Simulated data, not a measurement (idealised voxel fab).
Module name: voxel tone inversion (process module)
Displayed cross-section: cut, width of 160 nm, square cells sized 5 nm.
The cross-sections in this document take the form of a grid made of square cells. They are written out as bands, in order from top to bottom. Each band consists of one or more rows of cells. Each band's line starts with the height of the band's top and of its bottom, in nm. Then come its materials from left to right, each with its width in nm. One material with "everywhere" fills the band from edge to edge. "empty" is empty space. Height is counted from the level 0, under which the received wafer is composed throughout of one material. The lowest of the bands is not closed at the bottom but continues downward, in the notation "0 nm and below". A width such as "30->40" changes by the same amount from each row of cells to the next, from the band's top row to its bottom row. Reading "no alterations made" for a step: not a cell of the cross-section changed in it. Entry "Closed void roster" = empty spaces >= 8 cells with no open way to the top; each as width x height at distance, distance from left edge, all nm. On a step's line, text after the settings is the simulator commenting on that step. When a step includes a mask, the "overlay nm" setting on its line states how far to the right of its planned place that mask lay, and negative values state how far to the left.

THE PROCESS STEPS THAT WERE PLANNED ARE LISTED BELOW
1: op RECEIVE | material Si
2: op CONFORMAL_DEP | material SiCN | thk nm 5
3: op DIRECTIONAL_DEP | material aC | thk nm 15
4: op PATTERN | tone cover | mask id POSTS | material resist | width nm 20 | pitch nm 35 | thk nm 25 | overlay nm 0
5: op DIRECTIONAL_ETCH | etch materials aC | depth nm 15
6: op STRIP | etch materials resist
7: op FILL_DEP | material SiO2 | thk nm 10
8: op CMP | height nm 20
9: op STRIP | etch materials aC

CROSS-SECTION OF THE WAFER UPON ARRIVAL, REPRESENTING THE STATE REACHED AFTER STEP 1
	0 nm and below: Si everywhere
	Closed void roster: none

THE CROSS-SECTION SHOWN CORRESPONDS TO THE WAFER AT THE CONCLUSION OF THE MODULE. THE INITIAL STRUCTURE AND THE PROCESS PLAN ARE THOSE PRESENTED ABOVE; HOWEVER, ONE MISTAKE OCCURRED IN EXECUTING THE PLAN
	20 nm to 5 nm: empty=15 | aC=20 | empty=15 | aC=20 | empty=15 | aC=20 | empty=15 | aC=20 | empty=20
	5 nm to 0 nm: SiCN everywhere
	0 nm and below: Si everywhere
	Closed void roster: none
What was the processing mistake? step 9 ran differently from the plan; actual operation with settings: op STRIP | etch materials SiO2
